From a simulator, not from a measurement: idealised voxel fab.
A process module follows: voxel released beams.
The width of the displayed cross-section, cut, is 190 nm; its cells are square, with a size of 5 nm.
Just so we're on the same page, the cross-sections are grids of square cells, and they're listed out in bands top to bottom, each band one or more rows deep. First you get the band's top height and its bottom height, in nm, and then the materials it's made of, left to right, with each width in nm. If you see a single material with "full width", that one covers the band edge to edge. "blank" is empty space. Note: height 0 marks the level under which the wafer is uniformly one material as received. Lowest band unbounded below, written "0 down". It should be noted that a width expressed as "30 to 40" varies in equal increments from row to row of cells within the band, taking the value of the first number at the top row and that of the second number at the bottom row. Basically "no alteration" means that step didn't change any cell in the cross-section. Voids not open to the top, 8 cells minimum: see "Enclosed cavities". Written width x height at distance; distance is from the left edge; nm. Anything after a step's settings on that line? It's the simulator's own note about the step. A step's line can hold "overlay nm"; with a mask on that step, the setting says how far right of the planned place the mask lay, while a negative setting says it lay to the left.

Steps in the process plan
1) RECEIVE,material Si
2) CONFORMAL_DEP,material Al2O3,thk nm 5
3) DIRECTIONAL_DEP,material SiO2,thk nm 20
4) MASKED_ETCH,tone open,mask id ANCHOR,width nm 35,etch materials SiO2,depth nm 20,overlay nm 0
5) CONFORMAL_DEP,material W,thk nm 15
6) DIRECTIONAL_DEP,material aC,thk nm 10
7) PATTERN,tone cover,mask id BEAM,material resist,width nm 115,thk nm 25,overlay nm 0
8) DIRECTIONAL_ETCH,etch materials aC,depth nm 10
9) STRIP,etch materials resist
10) DIRECTIONAL_ETCH,etch materials W,depth nm 15
11) STRIP,etch materials aC
12) STRIP,etch materials SiO2

So, the first of our two wafers, run just as we planned it

Cross-section: wafer on arrival = after step 1
  0 down = Si full width
  Enclosed cavities: none

The following cross-section depicts the wafer upon completion of step 2
  5 to 0 = Al2O3 full width
  No changes below 0.

The following cross-section depicts the wafer upon completion of step 3
  25 to 5 = SiO2 full width
  No changes below 5.

The following cross-section depicts the wafer upon completion of step 4
  25 to 5 = SiO2: 40 / blank: 35 / SiO2: 115
  No changes below 5.

The following cross-section depicts the wafer upon completion of step 5
  40 to 25 = W: 55 / blank: 5 / W: 130
  25 to 20 = SiO2: 40 / W: 15 / blank: 5 / W: 15 / SiO2: 115
  20 to 5 = SiO2: 40 / W: 35 / SiO2: 115
  No changes below 5.

The following cross-section depicts the wafer upon completion of step 6
  50 to 40 = aC: 55 / blank: 5 / aC: 130
  40 to 30 = W: 55 / blank: 5 / W: 130
  30 to 25 = W: 55 / aC: 5 / W: 130
  25 to 20 = SiO2: 40 / W: 15 / aC: 5 / W: 15 / SiO2: 115
  No changes below 20.

The following cross-section depicts the wafer upon completion of step 7
  75 to 50 = blank: 35 / resist: 115 / blank: 40
  50 to 40 = aC: 55 / resist: 5 / aC: 130
  40 to 30 = W: 55 / resist: 5 / W: 130
  No changes below 30.

The following cross-section depicts the wafer upon completion of step 8
  65 to 50 = blank: 35 / resist: 115 / blank: 40
  50 to 40 = blank: 35 / aC: 20 / resist: 5 / aC: 90 / blank: 40
  No changes below 40.

The following cross-section depicts the wafer upon completion of step 9
  50 to 40 = blank: 35 / aC: 20 / blank: 5 / aC: 90 / blank: 40
  40 to 30 = W: 55 / blank: 5 / W: 130
  No changes below 30.

The following cross-section depicts the wafer upon completion of step 10
  50 to 40 = blank: 35 / aC: 20 / blank: 5 / aC: 90 / blank: 40
  40 to 30 = blank: 35 / W: 20 / blank: 5 / W: 90 / blank: 40
  30 to 25 = blank: 35 / W: 20 / aC: 5 / W: 90 / blank: 40
  No changes below 25.

The following cross-section depicts the wafer upon completion of step 11
  40 to 25 = blank: 35 / W: 20 / blank: 5 / W: 90 / blank: 40
  25 to 20 = SiO2: 40 / W: 15 / blank: 5 / W: 15 / SiO2: 115
  No changes below 20.

The following cross-section depicts the wafer upon completion of step 12
  40 to 25 = blank: 35 / W: 20 / blank: 5 / W: 90 / blank: 40
  25 to 20 = blank: 40 / W: 15 / blank: 5 / W: 15 / blank: 115
  20 to 5 = blank: 40 / W: 35 / blank: 115
  No changes below 5.

Second wafer: same start and same plan as the first, one execution error; identical to the first through step 3

Planned end of step 4: second wafer, cross-section
  25 to 5 = blank: 40 / SiO2: 35 / blank: 115
  No changes below 5.

Planned end of step 5: second wafer, cross-section
  40 to 25 = blank: 25 / W: 65 / blank: 100
  25 to 20 = blank: 25 / W: 15 / SiO2: 35 / W: 15 / blank: 100
  20 to 5 = W: 40 / SiO2: 35 / W: 115
  No changes below 5.

Planned end of step 6: second wafer, cross-section
  50 to 40 = blank: 25 / aC: 65 / blank: 100
  40 to 30 = blank: 25 / W: 65 / blank: 100
  30 to 25 = aC: 25 / W: 65 / aC: 100
  25 to 20 = aC: 25 / W: 15 / SiO2: 35 / W: 15 / aC: 100
  No changes below 20.

Planned end of step 7: second wafer, cross-section
  75 to 50 = blank: 35 / resist: 115 / blank: 40
  50 to 40 = blank: 25 / aC: 65 / resist: 60 / blank: 40
  40 to 30 = blank: 25 / W: 65 / resist: 60 / blank: 40
  No changes below 30.

Planned end of step 8: second wafer, cross-section
  65 to 50 = blank: 35 / resist: 115 / blank: 40
  50 to 40 = blank: 35 / aC: 55 / resist: 60 / blank: 40
  40 to 30 = blank: 25 / W: 65 / resist: 60 / blank: 40
  30 to 25 = blank: 25 / W: 65 / aC: 60 / blank: 40
  25 to 20 = blank: 25 / W: 15 / SiO2: 35 / W: 15 / aC: 60 / blank: 40
  No changes below 20.

Planned end of step 9: second wafer, cross-section
  50 to 40 = blank: 35 / aC: 55 / blank: 100
  40 to 30 = blank: 25 / W: 65 / blank: 100
  No changes below 30.

Planned end of step 10: second wafer, cross-section
  50 to 40 = blank: 35 / aC: 55 / blank: 100
  40 to 30 = blank: 35 / W: 55 / blank: 100
  30 to 25 = blank: 35 / W: 55 / aC: 60 / blank: 40
  25 to 20 = blank: 25 / W: 15 / SiO2: 35 / W: 15 / aC: 60 / blank: 40
  20 to 5 = blank: 25 / W: 15 / SiO2: 35 / W: 75 / blank: 40
  No changes below 5.

Planned end of step 11: second wafer, cross-section
  40 to 25 = blank: 35 / W: 55 / blank: 100
  25 to 20 = blank: 25 / W: 15 / SiO2: 35 / W: 15 / blank: 100
  No changes below 20.

Planned end of step 12: second wafer, cross-section: no alteration
What was the processing mistake? rather than as planned, step 4 actually ran as MASKED_ETCH,tone cover,mask id ANCHOR,width nm 35,etch materials SiO2,depth nm 20,overlay nm 0
The final cell counts differ between the wafers, with the second having more or fewer of some materials than the first: SiO2: 28 more
